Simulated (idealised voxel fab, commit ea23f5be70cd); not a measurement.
You're looking at the process module voxel trench capacitor.
Shown is cross-section cut, with a width of 260 nm and square cells of size 5 nm.
We lay out every cross-section as a grid of square cells and spell it out in bands from the top down, where one band means one or more rows of cells.
Read a band's entry like this: the first values are the height of its top and the height of its bottom in nm, and what follows is the sequence of materials from left to right, each with its width in nm. Note that "air" is empty space, and that a single material marked "full width" reaches across the band from edge to edge.
Zero point of the height axis is 0; under it, received wafer = one material. Lowest band: continues down indefinitely, "0 down".
The two numbers in a width such as "30->40" mark its ends across the band: the first belongs to the top row of cells, the second to the bottom row, and from each row to the next the width moves by the same amount.
When a step is marked "no alteration", none of the cells in the cross-section changed during that step.
Listed in "Closed internal voids": every empty space of 8 or more cells without an open way to the top. Form: width x height at distance, the distance being from the left edge, all in nm.
after a step's settings: what the simulator itself notes on the step
The setting "overlay nm" may be written on the line of a step. When the step uses a mask, the value reports how far to the right of the planned place the mask lay, and a negative value reports that it lay to the left.
plan
step 1: RECEIVE [material Si]
step 2: CONFORMAL_DEP [material SiN] [thk nm 5]
step 3: DIRECTIONAL_DEP [material aC] [thk nm 15]
step 4: PATTERN [tone open] [mask id TRENCH] [material resist] [width nm 15] [pitch nm 40] [thk nm 35] [overlay nm 0]
step 5: DIRECTIONAL_ETCH [etch materials aC] [depth nm 15]
step 6: STRIP [etch materials resist]
step 7: DIRECTIONAL_ETCH [etch materials SiN] [depth nm 5]
step 8: DIRECTIONAL_ETCH [etch materials Si] [depth nm 40]
step 9: STRIP [etch materials aC]
step 10: CONFORMAL_DEP [material Al2O3] [thk nm 5]
step 11: FILL_DEP [material polySi] [thk nm 5]
step 12: CMP [height nm 5]
as received, after step 1
  0 down: Si full width
  Closed internal voids: none
Cross-sectional result after module completion. Note: starting condition and plan are unchanged from above; one processing mistake was made
  5 to 0: SiN (75), then Al2O3 (5), then polySi (15), then Al2O3 (5), then SiN (15), then Al2O3 (5), then polySi (15), then Al2O3 (5), then SiN (15), then Al2O3 (5), then polySi (15), then Al2O3 (5), then SiN (80)
  0 to -35: Si (75), then Al2O3 (5), then polySi (15), then Al2O3 (5), then Si (15), then Al2O3 (5), then polySi (15), then Al2O3 (5), then Si (15), then Al2O3 (5), then polySi (15), then Al2O3 (5), then Si (80)
  -35 to -40: Si (75), then Al2O3 (25), then Si (15), then Al2O3 (25), then Si (15), then Al2O3 (25), then Si (80)
  -40 down: Si full width
  Closed internal voids: none
Want to know what went wrong? for step 4, the planned setting was not used; the step was instead run as PATTERN [tone open] [mask id TRENCH] [material resist] [width nm 25] [pitch nm 40] [thk nm 35] [overlay nm 0]
